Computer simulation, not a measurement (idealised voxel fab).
process module | voxel self aligned vias
cross-section cut | 185 nm wide | cells 5 nm
A cross-section is a grid of square cells, given in bands from the top down. A band is one or more rows of cells.
Each band's line starts with the height of the band's top and of its bottom, in nm. Then come its materials from left to right, each with its width in nm. One material with "throughout" fills the band from edge to edge. "air" is empty space.
Height 0 is the level under which the wafer as received is all one material. The lowest band goes on downwards, as in "0 down".
A width such as "30 to 40" changes by the same amount from each row of cells to the next, from the band's top row to its bottom row.
"no change" after a step means that no cell of the cross-section changed.
closed voids: empty space of 8 cells or more with no open way to the top, each as width x height at its distance from the left edge, in nm
after a step's settings: what the simulator itself notes on the step
overlay nm, on a step with a mask: how far to the right of its planned place the mask lay; to the left if negative
plan
1 op RECEIVE | material Si
2 op CONFORMAL_DEP | material SiO2 | thk nm 15
3 op CONFORMAL_DEP | material SiCN | thk nm 5
4 op DIRECTIONAL_DEP | material SiO2 | thk nm 20
5 op DIRECTIONAL_DEP | material aC | thk nm 15
6 op PATTERN | tone open | mask id LINES | material resist | width nm 20 | pitch nm 70 | thk nm 35 | overlay nm 0
7 op DIRECTIONAL_ETCH | etch materials aC | depth nm 15
8 op STRIP | etch materials resist
9 op DIRECTIONAL_ETCH | etch materials SiO2 | depth nm 20
10 op STRIP | etch materials aC
11 op CONFORMAL_DEP | material TiN | thk nm 5
12 op FILL_DEP | material W | thk nm 5
13 op CMP | height nm 40
14 op SELECTIVE_ETCH | etch materials W Ru TiN | depth nm 5
15 op FILL_DEP | material SiN | thk nm 5
16 op CMP | height nm 40
17 op DIRECTIONAL_DEP | material SiO2 | thk nm 20
18 op DIRECTIONAL_DEP | material aC | thk nm 15
19 op PATTERN | tone open | mask id VIAS | material resist | width nm 40 | thk nm 30 | overlay nm 0
20 op DIRECTIONAL_ETCH | etch materials aC | depth nm 15
21 op STRIP | etch materials resist
22 op DIRECTIONAL_ETCH | etch materials SiO2 | depth nm 20
23 op DIRECTIONAL_ETCH | etch materials SiN | depth nm 5
24 op STRIP | etch materials aC
25 op CONFORMAL_DEP | material TiN | thk nm 5
26 op FILL_DEP | material Cu | thk nm 5
27 op CMP | height nm 60
28 op CONFORMAL_DEP | material SiCN | thk nm 5
as received, after step 1
  0 down: Si throughout
  closed voids: none
first wafer at the end, as planned
  65 to 60: SiCN throughout
  60 to 45: SiO2 35 | TiN 5 | Cu 30 | TiN 5 | SiO2 110
  45 to 40: SiO2 35 | TiN 15 | Cu 10 | TiN 15 | SiO2 110
  40 to 35: SiO2 45 | TiN 20 | SiO2 50 | SiN 20 | SiO2 50
  35 to 25: SiO2 45 | TiN 5 | W 10 | TiN 5 | SiO2 50 | TiN 5 | W 10 | TiN 5 | SiO2 50
  25 to 20: SiO2 45 | TiN 20 | SiO2 50 | TiN 20 | SiO2 50
  20 to 15: SiCN throughout
  15 to 0: SiO2 throughout
  0 down: Si throughout
  closed voids: none
second wafer at the end: like start, like plan, one mistake
  65 to 60: SiCN throughout
  60 to 45: SiO2 35 | TiN 5 | Cu 30 | TiN 5 | SiO2 110
  45 to 40: SiO2 35 | TiN 20 | Cu 5 | TiN 15 | SiO2 110
  40 to 35: SiO2 50 | TiN 15 | SiO2 55 | SiN 15 | SiO2 50
  35 to 25: SiO2 50 | TiN 5 | W 5 | TiN 5 | SiO2 55 | TiN 5 | W 5 | TiN 5 | SiO2 50
  25 to 20: SiO2 50 | TiN 15 | SiO2 55 | TiN 15 | SiO2 50
  20 to 15: SiCN throughout
  15 to 0: SiO2 throughout
  0 down: Si throughout
  closed voids: none
what went wrong: step 6 ran as: op PATTERN | tone open | mask id LINES | material resist | width nm 15 | pitch nm 70 | thk nm 35 | overlay nm 0
at the end the second wafer has, in cells: 1 fewer of Cu | 1 fewer of SiN | 8 more of SiO2 | 2 fewer of TiN | 4 fewer of W
